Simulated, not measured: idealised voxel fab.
process module | voxel capacitor over wiring
cross-section cut | 195 nm wide | cells 5 nm
A cross-section is a grid of square cells, given in bands from the top down. A band is one or more rows of cells.
Each band's line starts with the height of the band's top and of its bottom, in nm. Then come its materials from left to right, each with its width in nm. One material with "throughout" fills the band from edge to edge. "air" is empty space.
Height 0 is the level under which the wafer as received is all one material. The lowest band goes on downwards, as in "0 down".
A width such as "30 to 40" changes by the same amount from each row of cells to the next, from the band's top row to its bottom row.
"no change" after a step means that no cell of the cross-section changed.
closed voids: empty space of 8 cells or more with no open way to the top, each as width x height at its distance from the left edge, in nm
after a step's settings: what the simulator itself notes on the step
overlay nm, on a step with a mask: how far to the right of its planned place the mask lay; to the left if negative
plan
1 op RECEIVE | material Si
2 op CONFORMAL_DEP | material SiO2 | thk nm 15
3 op CONFORMAL_DEP | material SiCN | thk nm 5
4 op DIRECTIONAL_DEP | material lowk | thk nm 20
5 op MASKED_ETCH | tone open | mask id METAL_1 | width nm 20 | pitch nm 80 | etch materials lowk | depth nm 20 | overlay nm 0
6 op MASKED_ETCH | tone open | mask id METAL_1 | width nm 20 | pitch nm 80 | etch materials SiCN | depth nm 5 | overlay nm 0
7 op CONFORMAL_DEP | material TiN | thk nm 5
8 op FILL_DEP | material Cu | thk nm 5
9 op CMP | height nm 40
10 op CONFORMAL_DEP | material SiCN | thk nm 5
11 op DIRECTIONAL_DEP | material lowk | thk nm 20
12 op DIRECTIONAL_DEP | material aC | thk nm 10
13 op PATTERN | tone open | mask id PLUG_1 | material resist | width nm 15 | thk nm 25 | overlay nm 0
14 op DIRECTIONAL_ETCH | etch materials aC | depth nm 10
15 op STRIP | etch materials resist
16 op DIRECTIONAL_ETCH | etch materials lowk | depth nm 20
17 op DIRECTIONAL_ETCH | etch materials SiCN | depth nm 5
18 op STRIP | etch materials aC
19 op CONFORMAL_DEP | material TiN | thk nm 5
20 op FILL_DEP | material Ru | thk nm 10
21 op CMP | height nm 65
22 op DIRECTIONAL_DEP | material TiN | thk nm 5
23 op DIRECTIONAL_DEP | material Al2O3 | thk nm 5
24 op DIRECTIONAL_DEP | material TiN | thk nm 10
25 op MASKED_ETCH | tone cover | mask id UPPER_PLATE | width nm 65 | etch materials TiN | depth nm 10 | overlay nm 0
26 op MASKED_ETCH | tone cover | mask id UPPER_PLATE | width nm 65 | etch materials Al2O3 | depth nm 5 | overlay nm 0
27 op MASKED_ETCH | tone cover | mask id LOWER_PLATE | width nm 75 | etch materials TiN | depth nm 5 | overlay nm 0
28 op FILL_DEP | material SiO2 | thk nm 15
29 op CMP | height nm 95
30 op PATTERN | tone open | mask id PLUG_2 | material resist | width nm 15 | thk nm 15 | overlay nm 0
31 op DIRECTIONAL_ETCH | etch materials SiO2 | depth nm 10
32 op STRIP | etch materials resist
33 op CONFORMAL_DEP | material TiN | thk nm 5
34 op FILL_DEP | material W | thk nm 5
35 op CMP | height nm 95
36 op CONFORMAL_DEP | material SiCN | thk nm 5
first wafer, as planned
as received, after step 1
  0 down: Si throughout
  closed voids: none
after step 2
  15 to 0: SiO2 throughout
  below 0: unchanged
after step 3
  20 to 15: SiCN throughout
  below 15: unchanged
after step 4
  40 to 20: lowk throughout
  below 20: unchanged
after step 5
  40 to 20: lowk 45 | air 20 | lowk 60 | air 20 | lowk 50
  below 20: unchanged
after step 6
  40 to 20: lowk 45 | air 20 | lowk 60 | air 20 | lowk 50
  20 to 15: SiCN 45 | air 20 | SiCN 60 | air 20 | SiCN 50
  below 15: unchanged
after step 7
  45 to 40: TiN 50 | air 10 | TiN 70 | air 10 | TiN 55
  40 to 20: lowk 45 | TiN 5 | air 10 | TiN 5 | lowk 60 | TiN 5 | air 10 | TiN 5 | lowk 50
  20 to 15: SiCN 45 | TiN 20 | SiCN 60 | TiN 20 | SiCN 50
  below 15: unchanged
after step 8
  50 to 45: Cu throughout
  45 to 40: TiN 50 | Cu 10 | TiN 70 | Cu 10 | TiN 55
  40 to 20: lowk 45 | TiN 5 | Cu 10 | TiN 5 | lowk 60 | TiN 5 | Cu 10 | TiN 5 | lowk 50
  below 20: unchanged
after step 9
  40 to 20: lowk 45 | TiN 5 | Cu 10 | TiN 5 | lowk 60 | TiN 5 | Cu 10 | TiN 5 | lowk 50
  below 20: unchanged
after step 10
  45 to 40: SiCN throughout
  below 40: unchanged
after step 11
  65 to 45: lowk throughout
  below 45: unchanged
after step 12
  75 to 65: aC throughout
  below 65: unchanged
after step 13
  100 to 75: resist 50 | air 15 | resist 130
  below 75: unchanged
after step 14
  90 to 75: resist 50 | air 15 | resist 130
  75 to 65: aC 50 | air 15 | aC 130
  below 65: unchanged
after step 15
  75 to 65: aC 50 | air 15 | aC 130
  below 65: unchanged
after step 16
  75 to 65: aC 50 | air 15 | aC 130
  65 to 45: lowk 50 | air 15 | lowk 130
  below 45: unchanged
after step 17
  75 to 65: aC 50 | air 15 | aC 130
  65 to 45: lowk 50 | air 15 | lowk 130
  45 to 40: SiCN 50 | air 15 | SiCN 130
  below 40: unchanged
after step 18
  65 to 45: lowk 50 | air 15 | lowk 130
  below 45: unchanged
after step 19
  70 to 65: TiN 55 | air 5 | TiN 135
  65 to 45: lowk 50 | TiN 5 | air 5 | TiN 5 | lowk 130
  45 to 40: SiCN 50 | TiN 15 | SiCN 130
  below 40: unchanged
after step 20
  80 to 70: Ru throughout
  70 to 65: TiN 55 | Ru 5 | TiN 135
  65 to 45: lowk 50 | TiN 5 | Ru 5 | TiN 5 | lowk 130
  below 45: unchanged
after step 21
  65 to 45: lowk 50 | TiN 5 | Ru 5 | TiN 5 | lowk 130
  below 45: unchanged
after step 22
  70 to 65: TiN throughout
  below 65: unchanged
after step 23
  75 to 70: Al2O3 throughout
  below 70: unchanged
after step 24
  85 to 75: TiN throughout
  below 75: unchanged
after step 25
  85 to 75: air 50 | TiN 65 | air 80
  below 75: unchanged
after step 26
  85 to 75: air 50 | TiN 65 | air 80
  75 to 70: air 50 | Al2O3 65 | air 80
  below 70: unchanged
after step 27
  85 to 75: air 50 | TiN 65 | air 80
  75 to 70: air 50 | Al2O3 65 | air 80
  70 to 65: air 45 | TiN 75 | air 75
  below 65: unchanged
after step 28
  100 to 85: SiO2 throughout
  85 to 75: SiO2 50 | TiN 65 | SiO2 80
  75 to 70: SiO2 50 | Al2O3 65 | SiO2 80
  70 to 65: SiO2 45 | TiN 75 | SiO2 75
  below 65: unchanged
after step 29
  95 to 85: SiO2 throughout
  below 85: unchanged
after step 30
  110 to 95: resist 60 | air 15 | resist 120
  below 95: unchanged
after step 31
  110 to 95: resist 60 | air 15 | resist 120
  95 to 85: SiO2 60 | air 15 | SiO2 120
  below 85: unchanged
after step 32
  95 to 85: SiO2 60 | air 15 | SiO2 120
  below 85: unchanged
after step 33
  100 to 95: TiN 65 | air 5 | TiN 125
  95 to 90: SiO2 60 | TiN 5 | air 5 | TiN 5 | SiO2 120
  90 to 85: SiO2 60 | TiN 15 | SiO2 120
  below 85: unchanged
after step 34
  105 to 100: W throughout
  100 to 95: TiN 65 | W 5 | TiN 125
  95 to 90: SiO2 60 | TiN 5 | W 5 | TiN 5 | SiO2 120
  below 90: unchanged
after step 35
  95 to 90: SiO2 60 | TiN 5 | W 5 | TiN 5 | SiO2 120
  below 90: unchanged
after step 36
  100 to 95: SiCN throughout
  below 95: unchanged
second wafer: like start, like plan, one mistake. Through step 1 it matches the first wafer
when step 2 should have ended
  30 to 0: SiO2 throughout
  below 0: unchanged
when step 3 should have ended
  35 to 30: SiCN throughout
  below 30: unchanged
when step 4 should have ended
  55 to 35: lowk throughout
  below 35: unchanged
when step 5 should have ended
  55 to 35: lowk 45 | air 20 | lowk 60 | air 20 | lowk 50
  below 35: unchanged
when step 6 should have ended
  55 to 35: lowk 45 | air 20 | lowk 60 | air 20 | lowk 50
  35 to 30: SiCN 45 | air 20 | SiCN 60 | air 20 | SiCN 50
  below 30: unchanged
when step 7 should have ended
  60 to 55: TiN 50 | air 10 | TiN 70 | air 10 | TiN 55
  55 to 35: lowk 45 | TiN 5 | air 10 | TiN 5 | lowk 60 | TiN 5 | air 10 | TiN 5 | lowk 50
  35 to 30: SiCN 45 | TiN 20 | SiCN 60 | TiN 20 | SiCN 50
  below 30: unchanged
when step 8 should have ended
  65 to 60: Cu throughout
  60 to 55: TiN 50 | Cu 10 | TiN 70 | Cu 10 | TiN 55
  55 to 35: lowk 45 | TiN 5 | Cu 10 | TiN 5 | lowk 60 | TiN 5 | Cu 10 | TiN 5 | lowk 50
  below 35: unchanged
when step 9 should have ended
  40 to 35: lowk 45 | TiN 5 | Cu 10 | TiN 5 | lowk 60 | TiN 5 | Cu 10 | TiN 5 | lowk 50
  below 35: unchanged
when step 10 should have ended
  45 to 40: SiCN throughout
  below 40: unchanged
when step 11 should have ended
  65 to 45: lowk throughout
  below 45: unchanged
when step 12 should have ended
  75 to 65: aC throughout
  below 65: unchanged
when step 13 should have ended
  100 to 75: resist 50 | air 15 | resist 130
  below 75: unchanged
when step 14 should have ended
  90 to 75: resist 50 | air 15 | resist 130
  75 to 65: aC 50 | air 15 | aC 130
  below 65: unchanged
when step 15 should have ended
  75 to 65: aC 50 | air 15 | aC 130
  below 65: unchanged
when step 16 should have ended
  75 to 65: aC 50 | air 15 | aC 130
  65 to 45: lowk 50 | air 15 | lowk 130
  below 45: unchanged
when step 17 should have ended
  75 to 65: aC 50 | air 15 | aC 130
  65 to 45: lowk 50 | air 15 | lowk 130
  45 to 40: SiCN 50 | air 15 | SiCN 130
  below 40: unchanged
when step 18 should have ended
  65 to 45: lowk 50 | air 15 | lowk 130
  below 45: unchanged
when step 19 should have ended
  70 to 65: TiN 55 | air 5 | TiN 135
  65 to 45: lowk 50 | TiN 5 | air 5 | TiN 5 | lowk 130
  45 to 40: SiCN 50 | TiN 15 | SiCN 130
  below 40: unchanged
when step 20 should have ended
  80 to 70: Ru throughout
  70 to 65: TiN 55 | Ru 5 | TiN 135
  65 to 45: lowk 50 | TiN 5 | Ru 5 | TiN 5 | lowk 130
  below 45: unchanged
when step 21 should have ended
  65 to 45: lowk 50 | TiN 5 | Ru 5 | TiN 5 | lowk 130
  below 45: unchanged
when step 22 should have ended
  70 to 65: TiN throughout
  below 65: unchanged
when step 23 should have ended
  75 to 70: Al2O3 throughout
  below 70: unchanged
when step 24 should have ended
  85 to 75: TiN throughout
  below 75: unchanged
when step 25 should have ended
  85 to 75: air 50 | TiN 65 | air 80
  below 75: unchanged
when step 26 should have ended
  85 to 75: air 50 | TiN 65 | air 80
  75 to 70: air 50 | Al2O3 65 | air 80
  below 70: unchanged
when step 27 should have ended
  85 to 75: air 50 | TiN 65 | air 80
  75 to 70: air 50 | Al2O3 65 | air 80
  70 to 65: air 45 | TiN 75 | air 75
  below 65: unchanged
when step 28 should have ended
  100 to 85: SiO2 throughout
  85 to 75: SiO2 50 | TiN 65 | SiO2 80
  75 to 70: SiO2 50 | Al2O3 65 | SiO2 80
  70 to 65: SiO2 45 | TiN 75 | SiO2 75
  below 65: unchanged
when step 29 should have ended
  95 to 85: SiO2 throughout
  below 85: unchanged
when step 30 should have ended
  110 to 95: resist 60 | air 15 | resist 120
  below 95: unchanged
when step 31 should have ended
  110 to 95: resist 60 | air 15 | resist 120
  95 to 85: SiO2 60 | air 15 | SiO2 120
  below 85: unchanged
when step 32 should have ended
  95 to 85: SiO2 60 | air 15 | SiO2 120
  below 85: unchanged
when step 33 should have ended
  100 to 95: TiN 65 | air 5 | TiN 125
  95 to 90: SiO2 60 | TiN 5 | air 5 | TiN 5 | SiO2 120
  90 to 85: SiO2 60 | TiN 15 | SiO2 120
  below 85: unchanged
when step 34 should have ended
  105 to 100: W throughout
  100 to 95: TiN 65 | W 5 | TiN 125
  95 to 90: SiO2 60 | TiN 5 | W 5 | TiN 5 | SiO2 120
  below 90: unchanged
when step 35 should have ended
  95 to 90: SiO2 60 | TiN 5 | W 5 | TiN 5 | SiO2 120
  below 90: unchanged
when step 36 should have ended
  100 to 95: SiCN throughout
  below 95: unchanged
what went wrong: step 2 was run twice
at the end the second wafer has, in cells: 12 fewer of Cu | 117 more of SiO2 | 12 fewer of TiN | 93 fewer of lowk
